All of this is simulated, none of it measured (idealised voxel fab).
Name of the process module below: voxel capacitor over wiring
Square cell edge 5 nm, section width 295 nm, ID cut.
Each cross-section below is a grid of square cells, stated as bands in top-down order, with one or more rows of cells making up each band. Each band's line starts with the height of the band's top and of its bottom, in nm. Then come its materials from left to right, each with its width in nm. One material with "throughout" fills the band from edge to edge. "empty" is empty space. Beneath 0, the wafer as received is one material, and that level is where height counting begins. The lowest band goes on downward without a bottom; it is written like "0 -> down". Top row gets the first number, bottom row gets the second, and each row in between changes by the same step: that is how a band width like "30 to 40" works. "same as before" (step): cross-section cells unchanged, all of them. Voids, sealed: empty space of 8 cells or more with no open way to the top, each as width x height at its distance from the left edge, in nm. On each step's line, the part that comes after the settings is the simulator's own comment on the step. When a step includes a mask, the "overlay nm" setting on its line states how far to the right of its planned place that mask lay, and negative values state how far to the left.

## Process steps - plan
1: RECEIVE, material Si
2: CONFORMAL_DEP, material SiO2, thk nm 10
3: DIRECTIONAL_DEP, material TiN, thk nm 5
4: DIRECTIONAL_DEP, material W, thk nm 20
5: MASKED_ETCH, tone cover, mask id METAL_1, width nm 30, pitch nm 100, etch materials W, depth nm 20, overlay nm 0
6: MASKED_ETCH, tone cover, mask id METAL_1, width nm 30, pitch nm 100, etch materials TiN, depth nm 5, overlay nm 0
7: FILL_DEP, material SiO2, thk nm 5
8: CMP, height nm 35
9: CONFORMAL_DEP, material SiCN, thk nm 5
10: DIRECTIONAL_DEP, material lowk, thk nm 20
11: MASKED_ETCH, tone open, mask id PLUG_1, width nm 15, etch materials lowk, depth nm 20, overlay nm 0
12: MASKED_ETCH, tone open, mask id PLUG_1, width nm 15, etch materials SiCN, depth nm 5, overlay nm 0
13: EPI, material Ru, thk nm 10
14: EPI, material Ru, thk nm 10
15: EPI, material Ru, thk nm 5
16: DIRECTIONAL_DEP, material TiN, thk nm 5
17: DIRECTIONAL_DEP, material Al2O3, thk nm 5
18: DIRECTIONAL_DEP, material TiN, thk nm 5
19: DIRECTIONAL_DEP, material aC, thk nm 15
20: PATTERN, tone cover, mask id UPPER_PLATE, material resist, width nm 75, thk nm 30, overlay nm 0
21: DIRECTIONAL_ETCH, etch materials aC, depth nm 15
22: STRIP, etch materials resist
23: DIRECTIONAL_ETCH, etch materials TiN, depth nm 5
24: DIRECTIONAL_ETCH, etch materials Al2O3, depth nm 5
25: STRIP, etch materials aC
26: DIRECTIONAL_DEP, material aC, thk nm 10
27: PATTERN, tone cover, mask id LOWER_PLATE, material resist, width nm 85, thk nm 30, overlay nm 0
28: DIRECTIONAL_ETCH, etch materials aC, depth nm 10
29: STRIP, etch materials resist
30: DIRECTIONAL_ETCH, etch materials TiN, depth nm 5
31: STRIP, etch materials aC
32: FILL_DEP, material SiO2, thk nm 20
33: CMP, height nm 90
34: PATTERN, tone open, mask id PLUG_2, material resist, width nm 15, thk nm 15, overlay nm 0
35: DIRECTIONAL_ETCH, etch materials SiO2, depth nm 15
36: STRIP, etch materials resist
37: CONFORMAL_DEP, material TiN, thk nm 5
38: FILL_DEP, material Ru, thk nm 10
39: CMP, height nm 90
40: CONFORMAL_DEP, material SiCN, thk nm 5

## This is the cross-section of the wafer as we received it, i.e. after step 1
  0 -> down: Si throughout
  Voids, sealed: none

## first wafer at the end, as planned
  95 -> 90: SiCN throughout
  90 -> 80: SiO2: 105, then TiN: 5, then Ru: 5, then TiN: 5, then SiO2: 175
  80 -> 70: SiO2: 105 to 95, then TiN: 15 to 75, then SiO2: 175 to 125
  70 -> 65: SiO2: 95, then Al2O3: 75, then SiO2: 125
  65 -> 60: SiO2: 90, then TiN: 85, then SiO2: 120
  60 -> 40: lowk: 95, then Ru: 15, then lowk: 185
  40 -> 35: SiCN: 95, then Ru: 15, then SiCN: 185
  35 -> 15: SiO2: 80, then W: 30, then SiO2: 70, then W: 30, then SiO2: 85
  15 -> 10: SiO2: 80, then TiN: 30, then SiO2: 70, then TiN: 30, then SiO2: 85
  10 -> 0: SiO2 throughout
  0 -> down: Si throughout
  Voids, sealed: none

## Cross-sectional view: second of two wafers, end of module; start and plan identical to the first, one mistake in running
  95 -> 90: SiCN throughout
  90 -> 80: SiO2: 105, then TiN: 5, then Ru: 5, then TiN: 5, then SiO2: 175
  80 -> 75: SiO2: 105, then TiN: 15, then SiO2: 175
  75 -> 70: SiO2: 90, then TiN: 5, then SiO2: 75, then TiN: 5, then SiO2: 120
  70 -> 65: Al2O3: 95, then SiO2: 75, then Al2O3: 125
  65 -> 60: TiN throughout
  60 -> 40: lowk: 95, then Ru: 15, then lowk: 185
  40 -> 35: SiCN: 95, then Ru: 15, then SiCN: 185
  35 -> 15: SiO2: 80, then W: 30, then SiO2: 70, then W: 30, then SiO2: 85
  15 -> 10: SiO2: 80, then TiN: 30, then SiO2: 70, then TiN: 30, then SiO2: 85
  10 -> 0: SiO2 throughout
  0 -> down: Si throughout
  Voids, sealed: none
It is concluded that the wafer was processed incorrectly with respect to the plan, in that note that step 20 departed from the planned setting and was carried out as PATTERN, tone open, mask id UPPER_PLATE, material resist, width nm 75, thk nm 30, overlay nm 0
Per the end-of-run cell counts, the second wafer holds more or fewer of some materials than the first: +29 Al2O3; -58 SiO2; +29 TiN
